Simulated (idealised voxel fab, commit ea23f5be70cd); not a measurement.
Herein follows the process module entitled voxel released beams.
In the cross-section labelled cut, the width is 250 nm and each square cell is 5 nm.
When this document writes out a cross-section, it uses a grid of square cells and lists it as bands, beginning at the top and moving down, with a band standing for one or more rows of cells.
Within each band entry, the heights of the top and of the bottom of the band appear first, in that order and in nm; the materials of the band then follow from left to right, each with its corresponding width in nm. The designation "throughout" on a single material indicates that it fills the band from edge to edge; the designation "empty" indicates empty space.
Beneath 0, the wafer as received is one material, and that level is where height counting begins. The lowest band goes on downward without a bottom; it is written like "0 nm and below".
The width entry "30..40" should be interpreted row by row: the top row of cells in the band takes the first number, the bottom row takes the second number, and the change between adjacent rows is uniform throughout.
Any step labelled "everything unchanged" changed none of the cells in the cross-section.
"Closed cavity list" - sealed voids, min. 8 cells, no opening to top; format: width x height at distance (distance from left edge; nm throughout).
after a step's settings: what the simulator itself notes on the step
overlay nm: mask offset rightward from planned place, masked step; negative means leftward offset.
### The planned process steps are enumerated hereunder
1: op RECEIVE | material Si
2: op CONFORMAL_DEP | material Al2O3 | thk nm 10
3: op DIRECTIONAL_DEP | material SiO2 | thk nm 20
4: op DIRECTIONAL_DEP | material aC | thk nm 15
5: op PATTERN | tone open | mask id ANCHOR | material resist | width nm 25 | thk nm 30 | overlay nm 0
6: op DIRECTIONAL_ETCH | etch materials aC | depth nm 15
7: op STRIP | etch materials resist
8: op DIRECTIONAL_ETCH | etch materials SiO2 | depth nm 20
9: op STRIP | etch materials aC
10: op CONFORMAL_DEP | material SiN | thk nm 10
11: op PATTERN | tone cover | mask id BEAM | material resist | width nm 70 | thk nm 15 | overlay nm 0
12: op DIRECTIONAL_ETCH | etch materials SiN | depth nm 10
13: op STRIP | etch materials resist
14: op STRIP | etch materials SiO2
### The cross-section here shows the wafer as received, i.e. in its state after step 1
> 0 nm and below: Si throughout
> Closed cavity list: none
### The following cross-section depicts the wafer upon conclusion of the module. Processing commenced from the starting condition illustrated above and adhered to the plan illustrated above, save for one mistake in execution
> 30 nm to 20 nm: empty (85); SiN (15); empty (5); SiN (50); empty (95)
> 20 nm to 10 nm: empty (90); SiN (10); empty (5); SiN (10); empty (135)
> 10 nm to 0 nm: empty (90); SiN (25); empty (135)
> 0 nm and below: Si throughout
> Closed cavity list: none
Misprocessing identified: step 2 in the plan did not get run; it was skipped
